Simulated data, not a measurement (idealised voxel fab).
Title: Process Module voxel self aligned contacts
Square cell edge 5 nm, section width 155 nm, ID cut.
Format of a cross-section: grid, square cells. Given as bands. Order: top down. Band: one or more rows of cells.
Band: top height; bottom height; in nm. Then, left to right: material with width in nm, for each material. "full width": a single material spanning edge to edge. "blank": empty space.
Where do heights start? At 0: under that level the wafer as delivered is made of one material only. And the lowest band has no floor; it just carries on downward, as in "0 nm and below".
Note: "30->40" means the width goes from the first number (top row of the band) to the second number (bottom row) in equal steps per row of cells.
It should be understood that the words "left unchanged", when stated for a given step, signify that the cross-section underwent no change in any of its cells during that step.
The entry "Trapped cavities" lists the empty spaces that cover at least 8 cells and have no open path to the top. Each is written as width x height at distance, where the distance is measured from the left edge and all three values are in nm.
If you see something after the settings on a step's line, that's the simulator's own remark about that step.
overlay nm: step with mask; distance mask lay right of planned place; negative value = left of planned place.

Steps in the process plan
1,RECEIVE [material Si]
2,CONFORMAL_DEP [material SiO2] [thk nm 5]
3,DIRECTIONAL_DEP [material polySi] [thk nm 20]
4,DIRECTIONAL_DEP [material SiN] [thk nm 15]
5,PATTERN [tone cover] [mask id GATE] [material resist] [width nm 30] [pitch nm 55] [thk nm 20] [overlay nm 0]
6,DIRECTIONAL_ETCH [etch materials SiN] [depth nm 15]
7,DIRECTIONAL_ETCH [etch materials polySi] [depth nm 20]
8,STRIP [etch materials resist]
9,CONFORMAL_DEP [material SiN] [thk nm 5]
10,DIRECTIONAL_ETCH [etch materials SiN] [depth nm 5]
11,FILL_DEP [material SiO2] [thk nm 10]
12,CMP [height nm 45]
13,DIRECTIONAL_DEP [material aC] [thk nm 10]
14,PATTERN [tone open] [mask id CONTACT] [material resist] [width nm 35] [thk nm 30] [overlay nm 0]
15,DIRECTIONAL_ETCH [etch materials aC] [depth nm 10]
16,STRIP [etch materials resist]
17,DIRECTIONAL_ETCH [etch materials SiO2] [depth nm 45]
18,STRIP [etch materials aC]
19,CONFORMAL_DEP [material TiN] [thk nm 5]
20,FILL_DEP [material W] [thk nm 10]
21,CMP [height nm 45]
22,CONFORMAL_DEP [material SiCN] [thk nm 5]

Wafer cross-section on receipt, i.e. after step 1
  0 nm and below | Si full width
  Trapped cavities: none

As-planned run: cross-section of the first of two wafers at end of module
  50 nm to 45 nm | SiCN full width
  45 nm to 40 nm | 60 nm SiO2 | 15 nm TiN | 5 nm W | 15 nm TiN | 60 nm SiO2
  40 nm to 25 nm | 30 nm SiO2 | 40 nm SiN | 5 nm TiN | 5 nm W | 5 nm TiN | 40 nm SiN | 30 nm SiO2
  25 nm to 5 nm | 30 nm SiO2 | 5 nm SiN | 30 nm polySi | 5 nm SiN | 5 nm TiN | 5 nm W | 5 nm TiN | 5 nm SiN | 30 nm polySi | 5 nm SiN | 30 nm SiO2
  5 nm to 0 nm | 70 nm SiO2 | 15 nm TiN | 70 nm SiO2
  0 nm and below | Si full width
  Trapped cavities: none

What the second wafer looks like in cross-section once the module is done. Its start and its plan matched the first wafer's exactly; what differed was one mistake in how it was run
  50 nm to 45 nm | SiCN full width
  45 nm to 40 nm | 60 nm SiO2 | 35 nm TiN | 60 nm SiO2
  40 nm to 25 nm | 40 nm SiN | 20 nm SiO2 | 35 nm SiN | 20 nm SiO2 | 40 nm SiN
  25 nm to 5 nm | 35 nm polySi | 5 nm SiN | 20 nm SiO2 | 5 nm SiN | 25 nm polySi | 5 nm SiN | 20 nm SiO2 | 5 nm SiN | 35 nm polySi
  5 nm to 0 nm | SiO2 full width
  0 nm and below | Si full width
  Trapped cavities: none
In executing the process, a mistake was made relative to the plan: off-plan run, step 5, actual operation and settings PATTERN [tone open] [mask id GATE] [material resist] [width nm 30] [pitch nm 55] [thk nm 20] [overlay nm 0]
Wafer comparison, final, in cells, second relative to first, materials more or fewer: SiN +21; SiO2 -25; TiN -16; W -8; polySi +28
